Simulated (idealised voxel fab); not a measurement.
A process module follows: voxel transistor to metal.
Section cut is 280 nm wide and gridded with 5 nm square cells.
Cross-section layout: square cells on a grid; listed as bands, top to bottom; a band spans one or more cell rows.
Read a band's entry like this: the first values are the height of its top and the height of its bottom in nm, and what follows is the sequence of materials from left to right, each with its width in nm. Note that "blank" is empty space, and that a single material marked "throughout" reaches across the band from edge to edge.
Height 0 is the level under which the wafer as received is all one material. The lowest band goes on downwards, as in "0 -> down".
With a width like "30->40", each row of cells in the band differs from the next by the same amount, the top row carrying the first number and the bottom row the second.
The designation "no alterations made", where it is given for a processing step, indicates that no cell of the cross-section was altered in the course of that step.
Empty spaces counting at least 8 cells and having no open way to the top are listed in "Closed void catalog". The notation width x height at distance is used for each, the distance being from the left edge and all three values in nm.
Past the settings on a step's line: simulator remark, on that step.
The line of a step may include "overlay nm". On a step with a mask, this value is how far to the right of its planned place the mask lay. A negative value means the mask lay to the left.
-- Intended process steps
| 1 | RECEIVE,material Si |
| 2 | OXIDIZE,depth nm 5 |
| 3 | CONFORMAL_DEP,material SiN,thk nm 10 |
| 4 | MASKED_ETCH,tone cover,mask id ACTIVE,width nm 105,pitch nm 125,etch materials SiN,depth nm 10,overlay nm 0 |
| 5 | MASKED_ETCH,tone cover,mask id ACTIVE,width nm 105,pitch nm 125,etch materials SiO2,depth nm 5,overlay nm 0 |
| 6 | MASKED_ETCH,tone cover,mask id ACTIVE,width nm 105,pitch nm 125,etch materials Si,depth nm 35,overlay nm 0 |
| 7 | FILL_DEP,material SiO2,thk nm 5 |
| 8 | CMP,height nm 10 |
| 9 | SELECTIVE_ETCH,etch materials SiO2,depth nm 10 |
| 10 | STRIP,etch materials SiN |
| 11 | SELECTIVE_ETCH,etch materials SiO2,depth nm 5 |
| 12 | OXIDIZE,depth nm 5 |
| 13 | DIRECTIONAL_DEP,material polySi,thk nm 20 |
| 14 | DIRECTIONAL_DEP,material SiCN,thk nm 15 |
| 15 | PATTERN,tone cover,mask id GATE,material resist,width nm 25,pitch nm 125,thk nm 15,overlay nm 0 |
| 16 | DIRECTIONAL_ETCH,etch materials SiCN,depth nm 25 |
| 17 | DIRECTIONAL_ETCH,etch materials polySi,depth nm 30 |
| 18 | STRIP,etch materials resist |
| 19 | CONFORMAL_DEP,material SiO2,thk nm 5 |
| 20 | DIRECTIONAL_ETCH,etch materials SiO2,depth nm 5 |
| 21 | CONFORMAL_DEP,material SiN,thk nm 5 |
| 22 | DIRECTIONAL_ETCH,etch materials SiN,depth nm 5 |
| 23 | DIRECTIONAL_ETCH,etch materials SiO2,depth nm 5 |
| 24 | DIRECTIONAL_ETCH,etch materials Si,depth nm 10 |
| 25 | EPI,material SiGe,thk nm 10 |
| 26 | FILL_DEP,material SiO2,thk nm 5 |
| 27 | CMP,height nm 30 |
| 28 | DIRECTIONAL_DEP,material SiO2,thk nm 10 |
| 29 | MASKED_ETCH,tone open,mask id CONTACT,width nm 20,etch materials SiO2,depth nm 50,overlay nm 0 |
| 30 | CONFORMAL_DEP,material TiN,thk nm 5 |
| 31 | FILL_DEP,material W,thk nm 5 |
| 32 | CMP,height nm 40 |
| 33 | CONFORMAL_DEP,material SiN,thk nm 5 |
| 34 | DIRECTIONAL_DEP,material lowk,thk nm 15 |
| 35 | PATTERN,tone open,mask id METAL_1,material resist,width nm 20,thk nm 15,overlay nm 0 |
| 36 | DIRECTIONAL_ETCH,etch materials lowk,depth nm 15 |
| 37 | DIRECTIONAL_ETCH,etch materials SiN,depth nm 5 |
| 38 | STRIP,etch materials resist |
| 39 | CONFORMAL_DEP,material TiN,thk nm 5 |
| 40 | FILL_DEP,material Cu,thk nm 5 |
| 41 | CMP,height nm 60 |
| 42 | CONFORMAL_DEP,material SiCN,thk nm 5 |
| 43 | DIRECTIONAL_DEP,material SiO2,thk nm 30 |
| 44 | MASKED_ETCH,tone open,mask id METAL_2_HOLES,width nm 15,pitch nm 125,etch materials SiO2,depth nm 30,overlay nm 0 |
| 45 | MASKED_ETCH,tone open,mask id METAL_2,width nm 20,pitch nm 125,etch materials SiO2,depth nm 15,overlay nm 0 |
| 46 | MASKED_ETCH,tone open,mask id METAL_2,width nm 20,pitch nm 125,etch materials SiCN,depth nm 5,overlay nm 0 |
| 47 | CONFORMAL_DEP,material TiN,thk nm 5 |
| 48 | FILL_DEP,material Cu,thk nm 5 |
| 49 | CMP,height nm 95 |
| 50 | CONFORMAL_DEP,material SiCN,thk nm 5 |
-- Step 1 complete: cross-section of the wafer as received
> 0 -> down  Si throughout
> Closed void catalog: none
-- Wafer cross-section at module end: first of two, run to plan
> 100 -> 95  SiCN throughout
> 95 -> 85  30 SiO2; 5 TiN; 10 Cu; 5 TiN; 105 SiO2; 5 TiN; 10 Cu; 5 TiN; 105 SiO2
> 85 -> 80  30 SiO2; 5 TiN; 5 Cu; 10 TiN; 105 SiO2; 5 TiN; 5 Cu; 10 TiN; 105 SiO2
> 80 -> 65  30 SiO2; 5 TiN; 5 Cu; 5 TiN; 110 SiO2; 5 TiN; 5 Cu; 5 TiN; 110 SiO2
> 65 -> 60  30 SiCN; 15 TiN; 110 SiCN; 15 TiN; 110 SiCN
> 60 -> 45  30 lowk; 5 TiN; 10 Cu; 5 TiN; 55 lowk; 5 TiN; 10 Cu; 5 TiN; 30 lowk; 5 TiN; 10 Cu; 5 TiN; 55 lowk; 5 TiN; 10 Cu; 5 TiN; 30 lowk
> 45 -> 40  30 SiN; 20 TiN; 55 SiN; 20 TiN; 30 SiN; 20 TiN; 55 SiN; 20 TiN; 30 SiN
> 40 -> 30  30 SiO2; 5 TiN; 10 W; 5 TiN; 55 SiO2; 5 TiN; 10 W; 5 TiN; 30 SiO2; 5 TiN; 10 W; 5 TiN; 55 SiO2; 5 TiN; 10 W; 5 TiN; 30 SiO2
> 30 -> 15  30 SiO2; 5 TiN; 10 W; 5 TiN; 5 SiO2; 5 SiN; 5 SiO2; 25 SiCN; 5 SiO2; 5 SiN; 5 SiO2; 5 TiN; 10 W; 5 TiN; 30 SiO2; 5 TiN; 10 W; 5 TiN; 5 SiO2; 5 SiN; 5 SiO2; 25 SiCN; 5 SiO2; 5 SiN; 5 SiO2; 5 TiN; 10 W; 5 TiN; 30 SiO2
> 15 -> 5  30 SiO2; 5 TiN; 10 W; 5 TiN; 5 SiO2; 5 SiN; 5 SiO2; 25 polySi; 5 SiO2; 5 SiN; 5 SiO2; 5 TiN; 10 W; 5 TiN; 30 SiO2; 5 TiN; 10 W; 5 TiN; 5 SiO2; 5 SiN; 5 SiO2; 25 polySi; 5 SiO2; 5 SiN; 5 SiO2; 5 TiN; 10 W; 5 TiN; 30 SiO2
> 5 -> 0  30 SiO2; 5 TiN; 5 W; 10 TiN; 5 SiO2; 5 SiN; 5 SiO2; 25 polySi; 5 SiO2; 5 SiN; 5 SiO2; 10 TiN; 5 W; 5 TiN; 30 SiO2; 5 TiN; 5 W; 10 TiN; 5 SiO2; 5 SiN; 5 SiO2; 25 polySi; 5 SiO2; 5 SiN; 5 SiO2; 10 TiN; 5 W; 5 TiN; 30 SiO2
> 0 -> -5  30 SiO2; 5 TiN; 5 W; 5 TiN; 10 SiGe; 5 SiN; 5 SiO2; 25 polySi; 5 SiO2; 5 SiN; 10 SiGe; 5 TiN; 5 W; 5 TiN; 30 SiO2; 5 TiN; 5 W; 5 TiN; 10 SiGe; 5 SiN; 5 SiO2; 25 polySi; 5 SiO2; 5 SiN; 10 SiGe; 5 TiN; 5 W; 5 TiN; 30 SiO2
> -5 -> -10  30 SiO2; 15 TiN; 10 SiGe; 45 SiO2; 10 SiGe; 15 TiN; 30 SiO2; 15 TiN; 10 SiGe; 45 SiO2; 10 SiGe; 15 TiN; 30 SiO2
> -10 -> -20  25 SiO2; 30 SiGe; 45 Si; 30 SiGe; 20 SiO2; 30 SiGe; 45 Si; 30 SiGe; 25 SiO2
> -20 -> -40  25 SiO2; 105 Si; 20 SiO2; 105 Si; 25 SiO2
> -40 -> down  Si throughout
> Closed void catalog: none
-- Cross-section at end of module for the second wafer of two, which matched the first in starting point and plan and differed by one mistake in its processing
> 100 -> 95  SiCN throughout
> 95 -> 85  30 SiO2; 5 TiN; 10 Cu; 5 TiN; 105 SiO2; 5 TiN; 10 Cu; 5 TiN; 105 SiO2
> 85 -> 80  30 SiO2; 5 TiN; 5 Cu; 10 TiN; 105 SiO2; 5 TiN; 5 Cu; 10 TiN; 105 SiO2
> 80 -> 65  30 SiO2; 5 TiN; 5 Cu; 5 TiN; 110 SiO2; 5 TiN; 5 Cu; 5 TiN; 110 SiO2
> 65 -> 60  30 SiCN; 15 TiN; 110 SiCN; 15 TiN; 110 SiCN
> 60 -> 55  30 SiN; 20 TiN; 55 SiN; 20 TiN; 30 SiN; 20 TiN; 55 SiN; 20 TiN; 30 SiN
> 55 -> 40  lowk throughout
> 40 -> 30  30 SiO2; 5 TiN; 10 W; 5 TiN; 55 SiO2; 5 TiN; 10 W; 5 TiN; 30 SiO2; 5 TiN; 10 W; 5 TiN; 55 SiO2; 5 TiN; 10 W; 5 TiN; 30 SiO2
> 30 -> 15  30 SiO2; 5 TiN; 10 W; 5 TiN; 5 SiO2; 5 SiN; 5 SiO2; 25 SiCN; 5 SiO2; 5 SiN; 5 SiO2; 5 TiN; 10 W; 5 TiN; 30 SiO2; 5 TiN; 10 W; 5 TiN; 5 SiO2; 5 SiN; 5 SiO2; 25 SiCN; 5 SiO2; 5 SiN; 5 SiO2; 5 TiN; 10 W; 5 TiN; 30 SiO2
> 15 -> 5  30 SiO2; 5 TiN; 10 W; 5 TiN; 5 SiO2; 5 SiN; 5 SiO2; 25 polySi; 5 SiO2; 5 SiN; 5 SiO2; 5 TiN; 10 W; 5 TiN; 30 SiO2; 5 TiN; 10 W; 5 TiN; 5 SiO2; 5 SiN; 5 SiO2; 25 polySi; 5 SiO2; 5 SiN; 5 SiO2; 5 TiN; 10 W; 5 TiN; 30 SiO2
> 5 -> 0  30 SiO2; 5 TiN; 5 W; 10 TiN; 5 SiO2; 5 SiN; 5 SiO2; 25 polySi; 5 SiO2; 5 SiN; 5 SiO2; 10 TiN; 5 W; 5 TiN; 30 SiO2; 5 TiN; 5 W; 10 TiN; 5 SiO2; 5 SiN; 5 SiO2; 25 polySi; 5 SiO2; 5 SiN; 5 SiO2; 10 TiN; 5 W; 5 TiN; 30 SiO2
> 0 -> -5  30 SiO2; 5 TiN; 5 W; 5 TiN; 10 SiGe; 5 SiN; 5 SiO2; 25 polySi; 5 SiO2; 5 SiN; 10 SiGe; 5 TiN; 5 W; 5 TiN; 30 SiO2; 5 TiN; 5 W; 5 TiN; 10 SiGe; 5 SiN; 5 SiO2; 25 polySi; 5 SiO2; 5 SiN; 10 SiGe; 5 TiN; 5 W; 5 TiN; 30 SiO2
> -5 -> -10  30 SiO2; 15 TiN; 10 SiGe; 45 SiO2; 10 SiGe; 15 TiN; 30 SiO2; 15 TiN; 10 SiGe; 45 SiO2; 10 SiGe; 15 TiN; 30 SiO2
> -10 -> -20  25 SiO2; 30 SiGe; 45 Si; 30 SiGe; 20 SiO2; 30 SiGe; 45 Si; 30 SiGe; 25 SiO2
> -20 -> -40  25 SiO2; 105 Si; 20 SiO2; 105 Si; 25 SiO2
> -40 -> down  Si throughout
> Closed void catalog: none
Where did the run depart from the plan? steps 33 and 34 run out of order (swapped)
Count the cells at the end and the second wafer has more or fewer of some materials than the first: Cu: 24 fewer | TiN: 24 fewer | lowk: 48 more
